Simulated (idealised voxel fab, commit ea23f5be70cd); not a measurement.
The process module that follows is named voxel trench capacitor.
Xsec cut, 240 nm wide, square cell size 5 nm.
Cross-section spec: square-cell grid; bands listed top down; each band is one or more rows.
Top, bottom (nm), then materials left to right with widths (nm); lone material tagged "all across" fills the whole band edge to edge; "air" = empty space.
Measure heights from 0. That's the level where, below it, the as-received wafer is all one material. The lowest band is bottomless and extends downward; write it as in "0 nm and below".
So if you see something like "30..40" for the width, read it as the top row of the band sitting at the first number and the bottom row at the second, with every row in between moving by the same amount as the last.
It should be understood that the words "no alteration", when stated for a given step, signify that the cross-section underwent no change in any of its cells during that step.
This entry, "Enclosed void listing", enumerates those empty regions of no fewer than 8 cells that possess no open connection to the top. Each region is reported in the form width x height at distance, the distance being taken from the left edge, with all three quantities expressed in nm.
Heads up: the bit after the settings on a step's line is the simulator's remark on that step.
Steps that use a mask can have "overlay nm" on their line. It says how far the mask sat to the right of where it was meant to be. Negative means to the left.

### The planned process steps are enumerated hereunder
1. RECEIVE | material Si
2. CONFORMAL_DEP | material SiN | thk nm 5
3. DIRECTIONAL_DEP | material aC | thk nm 15
4. PATTERN | tone open | mask id TRENCH | material resist | width nm 25 | pitch nm 50 | thk nm 30 | overlay nm 0
5. DIRECTIONAL_ETCH | etch materials aC | depth nm 15
6. STRIP | etch materials resist
7. DIRECTIONAL_ETCH | etch materials SiN | depth nm 5
8. DIRECTIONAL_ETCH | etch materials Si | depth nm 25
9. STRIP | etch materials aC
10. CONFORMAL_DEP | material SiO2 | thk nm 5
11. FILL_DEP | material polySi | thk nm 10
12. CMP | height nm 5

### Wafer at receipt (post step 1), cross-section
  0 nm and below = Si all across
  Enclosed void listing: none

### The plan above was carried out on the starting structure above with one mistake, and this cross-section shows the wafer at the end of the module
  5 nm to 0 nm = SiN=55 / SiO2=5 / polySi=15 / SiO2=5 / SiN=25 / SiO2=5 / polySi=15 / SiO2=5 / SiN=25 / SiO2=5 / polySi=15 / SiO2=5 / SiN=60
  0 nm to -45 nm = Si=55 / SiO2=5 / polySi=15 / SiO2=5 / Si=25 / SiO2=5 / polySi=15 / SiO2=5 / Si=25 / SiO2=5 / polySi=15 / SiO2=5 / Si=60
  -45 nm to -50 nm = Si=55 / SiO2=25 / Si=25 / SiO2=25 / Si=25 / SiO2=25 / Si=60
  -50 nm and below = Si all across
  Enclosed void listing: none
Run error: step 8 of the plan saw execution twice
